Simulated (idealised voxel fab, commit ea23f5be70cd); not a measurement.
process module | voxel trench capacitor
cross-section cut | 180 nm wide | cells 5 nm
A cross-section is a grid of square cells, given in bands from the top down. A band is one or more rows of cells.
Each band's line starts with the height of the band's top and of its bottom, in nm. Then come its materials from left to right, each with its width in nm. One material with "throughout" fills the band from edge to edge. "air" is empty space.
Height 0 is the level under which the wafer as received is all one material. The lowest band goes on downwards, as in "0 down".
A width such as "30 to 40" changes by the same amount from each row of cells to the next, from the band's top row to its bottom row.
"no change" after a step means that no cell of the cross-section changed.
closed voids: empty space of 8 cells or more with no open way to the top, each as width x height at its distance from the left edge, in nm
after a step's settings: what the simulator itself notes on the step
overlay nm, on a step with a mask: how far to the right of its planned place the mask lay; to the left if negative
Each pair below shows a cross-section before one step and the cross-section after it, down to the lowest band that changed. The line under each pair gives the step between them, with its settings. The pairs can come from different runs of this module on the same starting wafer, so a pair continues from the pair above only where its "before" says so.
before
  0 down: Si throughout
  closed voids: none
after
  10 to 0: SiN throughout
  below 0: unchanged
  closed voids: none
the step between: op CONFORMAL_DEP | material SiN | thk nm 10
before: the cross-section after the pair above
after
  20 to 10: aC throughout
  below 10: unchanged
  closed voids: none
the step between: op DIRECTIONAL_DEP | material aC | thk nm 10
before: the cross-section after the pair above
after
  45 to 20: resist 50 | air 25 | resist 30 | air 25 | resist 50
  below 20: unchanged
  closed voids: none
the step between: op PATTERN | tone open | mask id TRENCH | material resist | width nm 25 | pitch nm 55 | thk nm 25 | overlay nm 0
before: the cross-section after the pair above
after
  35 to 20: resist 50 | air 25 | resist 30 | air 25 | resist 50
  20 to 10: aC 50 | air 25 | aC 30 | air 25 | aC 50
  below 10: unchanged
  closed voids: none
the step between: op DIRECTIONAL_ETCH | etch materials aC | depth nm 10
before: the cross-section after the pair above
after
  20 to 10: aC 50 | air 25 | aC 30 | air 25 | aC 50
  below 10: unchanged
  closed voids: none
the step between: op STRIP | etch materials resist
before: the cross-section after the pair above
after
  20 to 10: aC 50 | air 25 | aC 30 | air 25 | aC 50
  10 to 0: SiN 50 | air 25 | SiN 30 | air 25 | SiN 50
  below 0: unchanged
  closed voids: none
the step between: op DIRECTIONAL_ETCH | etch materials SiN | depth nm 10
before: the cross-section after the pair above
after
  20 to 10: aC 50 | air 25 | aC 30 | air 25 | aC 50
  10 to 0: SiN 50 | air 25 | SiN 30 | air 25 | SiN 50
  0 to -40: Si 50 | air 25 | Si 30 | air 25 | Si 50
  below -40: unchanged
  closed voids: none
the step between: op DIRECTIONAL_ETCH | etch materials Si | depth nm 40
before: the cross-section after the pair above
after
  10 to 0: SiN 50 | air 25 | SiN 30 | air 25 | SiN 50
  below 0: unchanged
  closed voids: none
the step between: op STRIP | etch materials aC
before: the cross-section after the pair above
after
  15 to 10: SiO2 55 | air 15 | SiO2 40 | air 15 | SiO2 55
  10 to 0: SiN 50 | SiO2 5 | air 15 | SiO2 5 | SiN 30 | SiO2 5 | air 15 | SiO2 5 | SiN 50
  0 to -35: Si 50 | SiO2 5 | air 15 | SiO2 5 | Si 30 | SiO2 5 | air 15 | SiO2 5 | Si 50
  -35 to -40: Si 50 | SiO2 25 | Si 30 | SiO2 25 | Si 50
  below -40: unchanged
  closed voids: none
the step between: op CONFORMAL_DEP | material SiO2 | thk nm 5
before: the cross-section after the pair above
after
  25 to 15: polySi throughout
  15 to 10: SiO2 55 | polySi 15 | SiO2 40 | polySi 15 | SiO2 55
  10 to 0: SiN 50 | SiO2 5 | polySi 15 | SiO2 5 | SiN 30 | SiO2 5 | polySi 15 | SiO2 5 | SiN 50
  0 to -35: Si 50 | SiO2 5 | polySi 15 | SiO2 5 | Si 30 | SiO2 5 | polySi 15 | SiO2 5 | Si 50
  below -35: unchanged
  closed voids: none
the step between: op FILL_DEP | material polySi | thk nm 10
before: the cross-section after the pair above
after
  10 to 0: SiN 50 | SiO2 5 | polySi 15 | SiO2 5 | SiN 30 | SiO2 5 | polySi 15 | SiO2 5 | SiN 50
  below 0: unchanged
  closed voids: none
the step between: op CMP | height nm 10
before
  20 to 10: aC 50 | air 25 | aC 30 | air 25 | aC 50
  10 to 0: SiN 50 | air 25 | SiN 30 | air 25 | SiN 50
  0 down: Si throughout
  closed voids: none
after
  10 to 0: SiN 50 | air 25 | SiN 30 | air 25 | SiN 50
  below 0: unchanged
  closed voids: none
the step between: op STRIP | etch materials aC
before: the cross-section after the pair above
after
  10 to 0: SiN 50 | air 25 | SiN 30 | air 25 | SiN 50
  0 to -40: Si 50 | air 25 | Si 30 | air 25 | Si 50
  below -40: unchanged
  closed voids: none
the step between: op DIRECTIONAL_ETCH | etch materials Si | depth nm 40
before
  0 down: Si throughout
  closed voids: none
after
  5 to 0: SiN throughout
  below 0: unchanged
  closed voids: none
the step between: op CONFORMAL_DEP | material SiN | thk nm 5
before: the cross-section after the pair above
after
  15 to 5: aC throughout
  below 5: unchanged
  closed voids: none
the step between: op DIRECTIONAL_DEP | material aC | thk nm 10
before: the cross-section after the pair above
after
  40 to 15: resist 50 | air 25 | resist 30 | air 25 | resist 50
  below 15: unchanged
  closed voids: none
the step between: op PATTERN | tone open | mask id TRENCH | material resist | width nm 25 | pitch nm 55 | thk nm 25 | overlay nm 0
before: the cross-section after the pair above
after
  30 to 15: resist 50 | air 25 | resist 30 | air 25 | resist 50
  15 to 5: aC 50 | air 25 | aC 30 | air 25 | aC 50
  below 5: unchanged
  closed voids: none
the step between: op DIRECTIONAL_ETCH | etch materials aC | depth nm 10
before: the cross-section after the pair above
after
  15 to 5: aC 50 | air 25 | aC 30 | air 25 | aC 50
  below 5: unchanged
  closed voids: none
the step between: op STRIP | etch materials resist
before: the cross-section after the pair above
after
  15 to 5: aC 50 | air 25 | aC 30 | air 25 | aC 50
  5 to 0: SiN 50 | air 25 | SiN 30 | air 25 | SiN 50
  below 0: unchanged
  closed voids: none
the step between: op DIRECTIONAL_ETCH | etch materials SiN | depth nm 10
before: the cross-section after the pair above
after
  15 to 5: aC 50 | air 25 | aC 30 | air 25 | aC 50
  5 to 0: SiN 50 | air 25 | SiN 30 | air 25 | SiN 50
  0 to -40: Si 50 | air 25 | Si 30 | air 25 | Si 50
  below -40: unchanged
  closed voids: none
the step between: op DIRECTIONAL_ETCH | etch materials Si | depth nm 40
before: the cross-section after the pair above
after
  5 to 0: SiN 50 | air 25 | SiN 30 | air 25 | SiN 50
  below 0: unchanged
  closed voids: none
the step between: op STRIP | etch materials aC
before: the cross-section after the pair above
after
  10 to 5: SiO2 55 | air 15 | SiO2 40 | air 15 | SiO2 55
  5 to 0: SiN 50 | SiO2 5 | air 15 | SiO2 5 | SiN 30 | SiO2 5 | air 15 | SiO2 5 | SiN 50
  0 to -35: Si 50 | SiO2 5 | air 15 | SiO2 5 | Si 30 | SiO2 5 | air 15 | SiO2 5 | Si 50
  -35 to -40: Si 50 | SiO2 25 | Si 30 | SiO2 25 | Si 50
  below -40: unchanged
  closed voids: none
the step between: op CONFORMAL_DEP | material SiO2 | thk nm 5
before: the cross-section after the pair above
after
  20 to 10: polySi throughout
  10 to 5: SiO2 55 | polySi 15 | SiO2 40 | polySi 15 | SiO2 55
  5 to 0: SiN 50 | SiO2 5 | polySi 15 | SiO2 5 | SiN 30 | SiO2 5 | polySi 15 | SiO2 5 | SiN 50
  0 to -35: Si 50 | SiO2 5 | polySi 15 | SiO2 5 | Si 30 | SiO2 5 | polySi 15 | SiO2 5 | Si 50
  below -35: unchanged
  closed voids: none
the step between: op FILL_DEP | material polySi | thk nm 10
before: the cross-section after the pair above
after
  10 to 5: SiO2 55 | polySi 15 | SiO2 40 | polySi 15 | SiO2 55
  below 5: unchanged
  closed voids: none
the step between: op CMP | height nm 10
before
  20 to 10: aC throughout
  10 to 0: SiN throughout
  0 down: Si throughout
  closed voids: none
after
  45 to 20: resist 55 | air 15 | resist 40 | air 15 | resist 55
  below 20: unchanged
  closed voids: none
the step between: op PATTERN | tone open | mask id TRENCH | material resist | width nm 15 | pitch nm 55 | thk nm 25 | overlay nm 0
before: the cross-section after the pair above
after
  35 to 20: resist 55 | air 15 | resist 40 | air 15 | resist 55
  20 to 10: aC 55 | air 15 | aC 40 | air 15 | aC 55
  below 10: unchanged
  closed voids: none
the step between: op DIRECTIONAL_ETCH | etch materials aC | depth nm 10
before: the cross-section after the pair above
after
  20 to 10: aC 55 | air 15 | aC 40 | air 15 | aC 55
  below 10: unchanged
  closed voids: none
the step between: op STRIP | etch materials resist
before: the cross-section after the pair above
after
  20 to 10: aC 55 | air 15 | aC 40 | air 15 | aC 55
  10 to 0: SiN 55 | air 15 | SiN 40 | air 15 | SiN 55
  below 0: unchanged
  closed voids: none
the step between: op DIRECTIONAL_ETCH | etch materials SiN | depth nm 10
before: the cross-section after the pair above
after
  20 to 10: aC 55 | air 15 | aC 40 | air 15 | aC 55
  10 to 0: SiN 55 | air 15 | SiN 40 | air 15 | SiN 55
  0 to -40: Si 55 | air 15 | Si 40 | air 15 | Si 55
  below -40: unchanged
  closed voids: none
the step between: op DIRECTIONAL_ETCH | etch materials Si | depth nm 40
before: the cross-section after the pair above
after
  10 to 0: SiN 55 | air 15 | SiN 40 | air 15 | SiN 55
  below 0: unchanged
  closed voids: none
the step between: op STRIP | etch materials aC
before: the cross-section after the pair above
after
  15 to 10: SiO2 60 | air 5 | SiO2 50 | air 5 | SiO2 60
  10 to 0: SiN 55 | SiO2 5 | air 5 | SiO2 5 | SiN 40 | SiO2 5 | air 5 | SiO2 5 | SiN 55
  0 to -35: Si 55 | SiO2 5 | air 5 | SiO2 5 | Si 40 | SiO2 5 | air 5 | SiO2 5 | Si 55
  -35 to -40: Si 55 | SiO2 15 | Si 40 | SiO2 15 | Si 55
  below -40: unchanged
  closed voids: none
the step between: op CONFORMAL_DEP | material SiO2 | thk nm 5
before: the cross-section after the pair above
after
  25 to 15: polySi throughout
  15 to 10: SiO2 60 | polySi 5 | SiO2 50 | polySi 5 | SiO2 60
  10 to 0: SiN 55 | SiO2 5 | polySi 5 | SiO2 5 | SiN 40 | SiO2 5 | polySi 5 | SiO2 5 | SiN 55
  0 to -35: Si 55 | SiO2 5 | polySi 5 | SiO2 5 | Si 40 | SiO2 5 | polySi 5 | SiO2 5 | Si 55
  below -35: unchanged
  closed voids: none
the step between: op FILL_DEP | material polySi | thk nm 10
before: the cross-section after the pair above
after
  10 to 0: SiN 55 | SiO2 5 | polySi 5 | SiO2 5 | SiN 40 | SiO2 5 | polySi 5 | SiO2 5 | SiN 55
  below 0: unchanged
  closed voids: none
the step between: op CMP | height nm 10
before
  20 to 10: aC throughout
  10 to 0: SiN throughout
  0 down: Si throughout
  closed voids: none
after
  45 to 20: resist 45 | air 25 | resist 30 | air 25 | resist 55
  below 20: unchanged
  closed voids: none
the step between: op PATTERN | tone open | mask id TRENCH | material resist | width nm 25 | pitch nm 55 | thk nm 25 | overlay nm -5
before: the cross-section after the pair above
after
  35 to 20: resist 45 | air 25 | resist 30 | air 25 | resist 55
  20 to 10: aC 45 | air 25 | aC 30 | air 25 | aC 55
  below 10: unchanged
  closed voids: none
the step between: op DIRECTIONAL_ETCH | etch materials aC | depth nm 10
before: the cross-section after the pair above
after
  20 to 10: aC 45 | air 25 | aC 30 | air 25 | aC 55
  below 10: unchanged
  closed voids: none
the step between: op STRIP | etch materials resist
before: the cross-section after the pair above
after
  20 to 10: aC 45 | air 25 | aC 30 | air 25 | aC 55
  10 to 0: SiN 45 | air 25 | SiN 30 | air 25 | SiN 55
  below 0: unchanged
  closed voids: none
the step between: op DIRECTIONAL_ETCH | etch materials SiN | depth nm 10
before: the cross-section after the pair above
after
  20 to 10: aC 45 | air 25 | aC 30 | air 25 | aC 55
  10 to 0: SiN 45 | air 25 | SiN 30 | air 25 | SiN 55
  0 to -40: Si 45 | air 25 | Si 30 | air 25 | Si 55
  below -40: unchanged
  closed voids: none
the step between: op DIRECTIONAL_ETCH | etch materials Si | depth nm 40
before: the cross-section after the pair above
after
  10 to 0: SiN 45 | air 25 | SiN 30 | air 25 | SiN 55
  below 0: unchanged
  closed voids: none
the step between: op STRIP | etch materials aC
before: the cross-section after the pair above
after
  15 to 10: SiO2 50 | air 15 | SiO2 40 | air 15 | SiO2 60
  10 to 0: SiN 45 | SiO2 5 | air 15 | SiO2 5 | SiN 30 | SiO2 5 | air 15 | SiO2 5 | SiN 55
  0 to -35: Si 45 | SiO2 5 | air 15 | SiO2 5 | Si 30 | SiO2 5 | air 15 | SiO2 5 | Si 55
  -35 to -40: Si 45 | SiO2 25 | Si 30 | SiO2 25 | Si 55
  below -40: unchanged
  closed voids: none
the step between: op CONFORMAL_DEP | material SiO2 | thk nm 5
before: the cross-section after the pair above
after
  25 to 15: polySi throughout
  15 to 10: SiO2 50 | polySi 15 | SiO2 40 | polySi 15 | SiO2 60
  10 to 0: SiN 45 | SiO2 5 | polySi 15 | SiO2 5 | SiN 30 | SiO2 5 | polySi 15 | SiO2 5 | SiN 55
  0 to -35: Si 45 | SiO2 5 | polySi 15 | SiO2 5 | Si 30 | SiO2 5 | polySi 15 | SiO2 5 | Si 55
  below -35: unchanged
  closed voids: none
the step between: op FILL_DEP | material polySi | thk nm 10
before: the cross-section after the pair above
after
  10 to 0: SiN 45 | SiO2 5 | polySi 15 | SiO2 5 | SiN 30 | SiO2 5 | polySi 15 | SiO2 5 | SiN 55
  below 0: unchanged
  closed voids: none
the step between: op CMP | height nm 10
before
  0 down: Si throughout
  closed voids: none
after
  10 to 0: polySi throughout
  below 0: unchanged
  closed voids: none
the step between: op CONFORMAL_DEP | material polySi | thk nm 10
before: the cross-section after the pair above
after
  20 to 10: aC throughout
  below 10: unchanged
  closed voids: none
the step between: op DIRECTIONAL_DEP | material aC | thk nm 10
before: the cross-section after the pair above
after
  45 to 20: resist 50 | air 25 | resist 30 | air 25 | resist 50
  below 20: unchanged
  closed voids: none
the step between: op PATTERN | tone open | mask id TRENCH | material resist | width nm 25 | pitch nm 55 | thk nm 25 | overlay nm 0
before: the cross-section after the pair above
after
  35 to 20: resist 50 | air 25 | resist 30 | air 25 | resist 50
  20 to 10: aC 50 | air 25 | aC 30 | air 25 | aC 50
  below 10: unchanged
  closed voids: none
the step between: op DIRECTIONAL_ETCH | etch materials aC | depth nm 10
before: the cross-section after the pair above
after
  20 to 10: aC 50 | air 25 | aC 30 | air 25 | aC 50
  below 10: unchanged
  closed voids: none
the step between: op STRIP | etch materials resist
before: the cross-section after the pair above
after
  20 to 10: aC 50 | air 25 | aC 30 | air 25 | aC 50
  10 to 0: polySi 50 | air 25 | polySi 30 | air 25 | polySi 50
  0 to -30: Si 50 | air 25 | Si 30 | air 25 | Si 50
  below -30: unchanged
  closed voids: none
the step between: op DIRECTIONAL_ETCH | etch materials Si | depth nm 40
before: the cross-section after the pair above
after
  10 to 0: polySi 50 | air 25 | polySi 30 | air 25 | polySi 50
  below 0: unchanged
  closed voids: none
the step between: op STRIP | etch materials aC
before: the cross-section after the pair above
after
  15 to 10: SiO2 55 | air 15 | SiO2 40 | air 15 | SiO2 55
  10 to 0: polySi 50 | SiO2 5 | air 15 | SiO2 5 | polySi 30 | SiO2 5 | air 15 | SiO2 5 | polySi 50
  0 to -25: Si 50 | SiO2 5 | air 15 | SiO2 5 | Si 30 | SiO2 5 | air 15 | SiO2 5 | Si 50
  -25 to -30: Si 50 | SiO2 25 | Si 30 | SiO2 25 | Si 50
  below -30: unchanged
  closed voids: none
the step between: op CONFORMAL_DEP | material SiO2 | thk nm 5
before: the cross-section after the pair above
after
  25 to 15: polySi throughout
  15 to 10: SiO2 55 | polySi 15 | SiO2 40 | polySi 15 | SiO2 55
  10 to 0: polySi 50 | SiO2 5 | polySi 15 | SiO2 5 | polySi 30 | SiO2 5 | polySi 15 | SiO2 5 | polySi 50
  0 to -25: Si 50 | SiO2 5 | polySi 15 | SiO2 5 | Si 30 | SiO2 5 | polySi 15 | SiO2 5 | Si 50
  below -25: unchanged
  closed voids: none
the step between: op FILL_DEP | material polySi | thk nm 10
before: the cross-section after the pair above
after
  10 to 0: polySi 50 | SiO2 5 | polySi 15 | SiO2 5 | polySi 30 | SiO2 5 | polySi 15 | SiO2 5 | polySi 50
  below 0: unchanged
  closed voids: none
the step between: op CMP | height nm 10
before
  20 to 10: aC throughout
  10 to 0: SiN throughout
  0 down: Si throughout
  closed voids: none
after
  45 to 20: air 50 | resist 25 | air 30 | resist 25 | air 50
  below 20: unchanged
  closed voids: none
the step between: op PATTERN | tone cover | mask id TRENCH | material resist | width nm 25 | pitch nm 55 | thk nm 25 | overlay nm 0
before: the cross-section after the pair above
after
  35 to 20: air 50 | resist 25 | air 30 | resist 25 | air 50
  20 to 10: air 50 | aC 25 | air 30 | aC 25 | air 50
  below 10: unchanged
  closed voids: none
the step between: op DIRECTIONAL_ETCH | etch materials aC | depth nm 10
before: the cross-section after the pair above
after
  20 to 10: air 50 | aC 25 | air 30 | aC 25 | air 50
  below 10: unchanged
  closed voids: none
the step between: op STRIP | etch materials resist
before: the cross-section after the pair above
after
  20 to 10: air 50 | aC 25 | air 30 | aC 25 | air 50
  10 to 0: air 50 | SiN 25 | air 30 | SiN 25 | air 50
  below 0: unchanged
  closed voids: none
the step between: op DIRECTIONAL_ETCH | etch materials SiN | depth nm 10
before: the cross-section after the pair above
after
  20 to 10: air 50 | aC 25 | air 30 | aC 25 | air 50
  10 to 0: air 50 | SiN 25 | air 30 | SiN 25 | air 50
  0 to -40: air 50 | Si 25 | air 30 | Si 25 | air 50
  below -40: unchanged
  closed voids: none
the step between: op DIRECTIONAL_ETCH | etch materials Si | depth nm 40
before: the cross-section after the pair above
after
  10 to 0: air 50 | SiN 25 | air 30 | SiN 25 | air 50
  below 0: unchanged
  closed voids: none
the step between: op STRIP | etch materials aC
before: the cross-section after the pair above
after
  15 to 10: air 45 | SiO2 35 | air 20 | SiO2 35 | air 45
  10 to 0: air 45 | SiO2 5 | SiN 25 | SiO2 5 | air 20 | SiO2 5 | SiN 25 | SiO2 5 | air 45
  0 to -35: air 45 | SiO2 5 | Si 25 | SiO2 5 | air 20 | SiO2 5 | Si 25 | SiO2 5 | air 45
  -35 to -40: SiO2 50 | Si 25 | SiO2 30 | Si 25 | SiO2 50
  below -40: unchanged
  closed voids: none
the step between: op CONFORMAL_DEP | material SiO2 | thk nm 5
before: the cross-section after the pair above
after
  25 to 15: polySi throughout
  15 to 10: polySi 45 | SiO2 35 | polySi 20 | SiO2 35 | polySi 45
  10 to 0: polySi 45 | SiO2 5 | SiN 25 | SiO2 5 | polySi 20 | SiO2 5 | SiN 25 | SiO2 5 | polySi 45
  0 to -35: polySi 45 | SiO2 5 | Si 25 | SiO2 5 | polySi 20 | SiO2 5 | Si 25 | SiO2 5 | polySi 45
  below -35: unchanged
  closed voids: none
the step between: op FILL_DEP | material polySi | thk nm 10
before: the cross-section after the pair above
after
  10 to 0: polySi 45 | SiO2 5 | SiN 25 | SiO2 5 | polySi 20 | SiO2 5 | SiN 25 | SiO2 5 | polySi 45
  below 0: unchanged
  closed voids: none
the step between: op CMP | height nm 10
